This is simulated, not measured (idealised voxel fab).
A process module follows: voxel capacitor over wiring.
We display cut, a cross-section 285 nm in width whose square cells are each 5 nm.
Cross-sections here: square-cell grids, written as top-down lists of bands, a band being one or more rows of cells. Within each band entry, the heights of the top and of the bottom of the band appear first, in that order and in nm; the materials of the band then follow from left to right, each with its corresponding width in nm. The designation "throughout" on a single material indicates that it fills the band from edge to edge; the designation "blank" indicates empty space. Heights are reckoned from 0. Under this level, the received wafer is all of one material. The bottommost band is open-ended downward, for example "0..down". You'd read "30 to 40" like this: the band's top row of cells is as wide as the first number, its bottom row is as wide as the second, and going down, every row changes width by the same amount as the row before did. Any step labelled "nothing got changed" changed none of the cells in the cross-section. If an empty space has no open way to the top and is at least 8 cells in size, "Trapped void list" lists it, written width x height at distance, where distance is measured from the left edge and every value is in nm. after a step's settings: what the simulator itself notes on the step. You can add "overlay nm" to a step's line. For a step with a mask, it describes how far the mask lay to the right of its planned position, and a negative number describes a lay to the left.
[Process steps foreseen in the plan]
step 1: RECEIVE: material Si
step 2: CONFORMAL_DEP: material SiO2, thk nm 15
step 3: CONFORMAL_DEP: material SiCN, thk nm 5
step 4: DIRECTIONAL_DEP: material SiO2, thk nm 20
step 5: DIRECTIONAL_DEP: material aC, thk nm 10
step 6: PATTERN: tone open, mask id METAL_1, material resist, width nm 20, pitch nm 75, thk nm 30, overlay nm 0
step 7: DIRECTIONAL_ETCH: etch materials aC, depth nm 10
step 8: STRIP: etch materials resist
step 9: DIRECTIONAL_ETCH: etch materials SiO2, depth nm 20
step 10: DIRECTIONAL_ETCH: etch materials SiCN, depth nm 5
step 11: STRIP: etch materials aC
step 12: CONFORMAL_DEP: material TiN, thk nm 5
step 13: FILL_DEP: material Cu, thk nm 10
step 14: CMP: height nm 40
step 15: EPI: material Ru, thk nm 5
step 16: FILL_DEP: material SiCN, thk nm 5
step 17: DIRECTIONAL_DEP: material lowk, thk nm 10
step 18: PATTERN: tone open, mask id PLUG_1, material resist, width nm 15, thk nm 15, overlay nm 0
step 19: DIRECTIONAL_ETCH: etch materials lowk, depth nm 10
step 20: DIRECTIONAL_ETCH: etch materials SiCN, depth nm 5
step 21: STRIP: etch materials resist
step 22: CONFORMAL_DEP: material TiN, thk nm 5
step 23: FILL_DEP: material W, thk nm 5
step 24: CMP: height nm 60
step 25: DIRECTIONAL_DEP: material TiN, thk nm 5
step 26: DIRECTIONAL_DEP: material HfO2, thk nm 5
step 27: DIRECTIONAL_DEP: material TiN, thk nm 5
step 28: PATTERN: tone cover, mask id UPPER_PLATE, material resist, width nm 60, thk nm 15, overlay nm 0
step 29: DIRECTIONAL_ETCH: etch materials TiN, depth nm 5
step 30: DIRECTIONAL_ETCH: etch materials HfO2, depth nm 5
step 31: STRIP: etch materials resist
step 32: MASKED_ETCH: tone cover, mask id LOWER_PLATE, width nm 70, etch materials TiN, depth nm 5, overlay nm 0
step 33: FILL_DEP: material SiO2, thk nm 20
step 34: CMP: height nm 90
step 35: DIRECTIONAL_DEP: material aC, thk nm 10
step 36: PATTERN: tone open, mask id PLUG_2, material resist, width nm 15, thk nm 30, overlay nm 0
step 37: DIRECTIONAL_ETCH: etch materials aC, depth nm 10
step 38: STRIP: etch materials resist
step 39: DIRECTIONAL_ETCH: etch materials SiO2, depth nm 15
step 40: STRIP: etch materials aC
step 41: CONFORMAL_DEP: material TiN, thk nm 5
step 42: FILL_DEP: material W, thk nm 5
step 43: CMP: height nm 90
step 44: CONFORMAL_DEP: material SiN, thk nm 5
[Wafer at receipt (post step 1), cross-section]
  0..down = Si throughout
  Trapped void list: none
[Looking at the first of two wafers in cross-section at end of module - ran to plan]
  95..90 = SiN throughout
  90..80 = 110 nm SiO2, then 5 nm TiN, then 5 nm W, then 5 nm TiN, then 160 nm SiO2
  80..70 = 110 to 100 nm SiO2, then 15 to 60 nm TiN, then 160 to 125 nm SiO2
  70..65 = 100 nm SiO2, then 60 nm HfO2, then 125 nm SiO2
  65..60 = 95 nm SiO2, then 70 nm TiN, then 120 nm SiO2
  60..50 = 100 nm lowk, then 5 nm TiN, then 5 nm W, then 5 nm TiN, then 170 nm lowk
  50..45 = 100 nm SiCN, then 15 nm TiN, then 170 nm SiCN
  45..40 = 90 nm SiCN, then 30 nm Ru, then 45 nm SiCN, then 30 nm Ru, then 90 nm SiCN
  40..20 = 95 nm SiO2, then 5 nm TiN, then 10 nm Cu, then 5 nm TiN, then 55 nm SiO2, then 5 nm TiN, then 10 nm Cu, then 5 nm TiN, then 95 nm SiO2
  20..15 = 95 nm SiCN, then 20 nm TiN, then 55 nm SiCN, then 20 nm TiN, then 95 nm SiCN
  15..0 = SiO2 throughout
  0..down = Si throughout
  Trapped void list: none
[Second wafer through the module, sectioned at the end: same beginning and same plan as the first wafer, with one mistake in carrying it out]
  95..90 = SiN throughout
  90..80 = 110 nm SiO2, then 5 nm TiN, then 5 nm W, then 5 nm TiN, then 160 nm SiO2
  80..75 = 110 nm SiO2, then 15 nm TiN, then 160 nm SiO2
  75..70 = 95 nm SiO2, then 5 nm TiN, then 60 nm SiO2, then 5 nm TiN, then 120 nm SiO2
  70..65 = 100 nm HfO2, then 60 nm SiO2, then 125 nm HfO2
  65..60 = TiN throughout
  60..50 = 100 nm lowk, then 5 nm TiN, then 5 nm W, then 5 nm TiN, then 170 nm lowk
  50..45 = 100 nm SiCN, then 15 nm TiN, then 170 nm SiCN
  45..40 = 90 nm SiCN, then 30 nm Ru, then 45 nm SiCN, then 30 nm Ru, then 90 nm SiCN
  40..20 = 95 nm SiO2, then 5 nm TiN, then 10 nm Cu, then 5 nm TiN, then 55 nm SiO2, then 5 nm TiN, then 10 nm Cu, then 5 nm TiN, then 95 nm SiO2
  20..15 = 95 nm SiCN, then 20 nm TiN, then 55 nm SiCN, then 20 nm TiN, then 95 nm SiCN
  15..0 = SiO2 throughout
  0..down = Si throughout
  Trapped void list: none
Misprocessing identified: step 28 ran with different settings than intended, the actual operation and settings being PATTERN: tone open, mask id UPPER_PLATE, material resist, width nm 60, thk nm 15, overlay nm 0
Count the cells at the end and the second wafer has more or fewer of some materials than the first: HfO2: 33 more; SiO2: 66 fewer; TiN: 33 more
